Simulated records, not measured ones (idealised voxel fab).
process module | voxel gate over fins
cross-section cut | 245 nm wide | cells 5 nm
A cross-section is a grid of square cells, given in bands from the top down. A band is one or more rows of cells.
Each band's line starts with the height of the band's top and of its bottom, in nm. Then come its materials from left to right, each with its width in nm. One material with "throughout" fills the band from edge to edge. "air" is empty space.
Height 0 is the level under which the wafer as received is all one material. The lowest band goes on downwards, as in "0 down".
A width such as "30 to 40" changes by the same amount from each row of cells to the next, from the band's top row to its bottom row.
"no change" after a step means that no cell of the cross-section changed.
closed voids: empty space of 8 cells or more with no open way to the top, each as width x height at its distance from the left edge, in nm
after a step's settings: what the simulator itself notes on the step
overlay nm, on a step with a mask: how far to the right of its planned place the mask lay; to the left if negative
plan
1 op RECEIVE | material Si
2 op CONFORMAL_DEP | material SiN | thk nm 10
3 op DIRECTIONAL_DEP | material aC | thk nm 10
4 op PATTERN | tone cover | mask id FINS | material resist | width nm 15 | pitch nm 55 | thk nm 30 | overlay nm 0
5 op DIRECTIONAL_ETCH | etch materials aC | depth nm 10
6 op STRIP | etch materials resist
7 op DIRECTIONAL_ETCH | etch materials SiN | depth nm 10
8 op DIRECTIONAL_ETCH | etch materials Si | depth nm 30
9 op STRIP | etch materials aC
10 op OXIDIZE | depth nm 5
11 op FILL_DEP | material SiO2 | thk nm 10
12 op CMP | height nm 10
13 op PATTERN | tone open | mask id RAIL | material resist | width nm 15 | thk nm 15 | overlay nm 0
14 op DIRECTIONAL_ETCH | etch materials SiO2 | depth nm 45
15 op STRIP | etch materials resist
16 op CONFORMAL_DEP | material TiN | thk nm 5
17 op FILL_DEP | material Ru | thk nm 10
18 op CMP | height nm 10
19 op SELECTIVE_ETCH | etch materials W Ru TiN | depth nm 30
20 op FILL_DEP | material SiO2 | thk nm 5
21 op CMP | height nm 10
22 op SELECTIVE_ETCH | etch materials SiO2 | depth nm 20
23 op STRIP | etch materials SiN
24 op CONFORMAL_DEP | material HfO2 | thk nm 5
25 op CONFORMAL_DEP | material TiN | thk nm 5
26 op FILL_DEP | material W | thk nm 15
27 op CMP | height nm 20
28 op CONFORMAL_DEP | material SiN | thk nm 5
varied across the wafers: depth nm of step 8. The plan shows the first wafer's value. All wafers start alike
first wafer as received, after step 1
  0 down: Si throughout
  closed voids: none
first wafer at the end, after step 28
  25 to 20: SiN throughout
  20 to 10: W throughout
  10 to 5: W 80 | TiN 25 | W 30 | TiN 25 | W 85
  5 to 0: W 80 | TiN 5 | HfO2 15 | TiN 5 | W 30 | TiN 5 | HfO2 15 | TiN 5 | W 85
  0 to -5: TiN 85 | HfO2 5 | Si 5 | HfO2 5 | TiN 40 | HfO2 5 | Si 5 | HfO2 5 | TiN 90
  -5 to -10: HfO2 90 | Si 5 | HfO2 50 | Si 5 | HfO2 95
  -10 to -20: SiO2 90 | Si 5 | SiO2 50 | Si 5 | SiO2 95
  -20 to -30: SiO2 90 | Si 5 | SiO2 15 | TiN 5 | Ru 5 | TiN 5 | SiO2 20 | Si 5 | SiO2 95
  -30 to -35: SiO2 90 | Si 5 | SiO2 15 | TiN 15 | SiO2 20 | Si 5 | SiO2 95
  -35 down: Si throughout
  closed voids: none
last wafer at the end
  25 to 20: SiN throughout
  20 to 10: W throughout
  10 to 5: W 80 | TiN 25 | W 30 | TiN 25 | W 85
  5 to 0: W 80 | TiN 5 | HfO2 15 | TiN 5 | W 30 | TiN 5 | HfO2 15 | TiN 5 | W 85
  0 to -5: TiN 85 | HfO2 5 | Si 5 | HfO2 5 | TiN 40 | HfO2 5 | Si 5 | HfO2 5 | TiN 90
  -5 to -10: HfO2 90 | Si 5 | HfO2 50 | Si 5 | HfO2 95
  -10 to -20: SiO2 90 | Si 5 | SiO2 50 | Si 5 | SiO2 95
  -20 to -30: SiO2 90 | Si 5 | SiO2 15 | TiN 5 | Ru 5 | TiN 5 | SiO2 20 | Si 5 | SiO2 95
  -30 to -35: SiO2 90 | Si 5 | SiO2 15 | TiN 15 | SiO2 20 | Si 5 | SiO2 95
  -35 to -60: SiO2 90 | Si 5 | SiO2 50 | Si 5 | SiO2 95
  -60 down: Si throughout
  closed voids: none
each wafer at the end: cells of each material gained (+) or lost (-) since it was received, then its closed voids
depth nm 30 | +57 HfO2 | +2 Ru | -329 Si | +49 SiN | +226 SiO2 | +64 TiN | +176 W | closed voids: none
depth nm 35 | +57 HfO2 | +2 Ru | -376 Si | +49 SiN | +273 SiO2 | +64 TiN | +176 W | closed voids: none
depth nm 40 | +57 HfO2 | +2 Ru | -423 Si | +49 SiN | +320 SiO2 | +64 TiN | +176 W | closed voids: none
depth nm 45 | +57 HfO2 | +2 Ru | -470 Si | +49 SiN | +367 SiO2 | +64 TiN | +176 W | closed voids: none
depth nm 50 | +57 HfO2 | +2 Ru | -517 Si | +49 SiN | +414 SiO2 | +64 TiN | +176 W | closed voids: none
depth nm 55 | +57 HfO2 | +2 Ru | -564 Si | +49 SiN | +461 SiO2 | +64 TiN | +176 W | closed voids: none
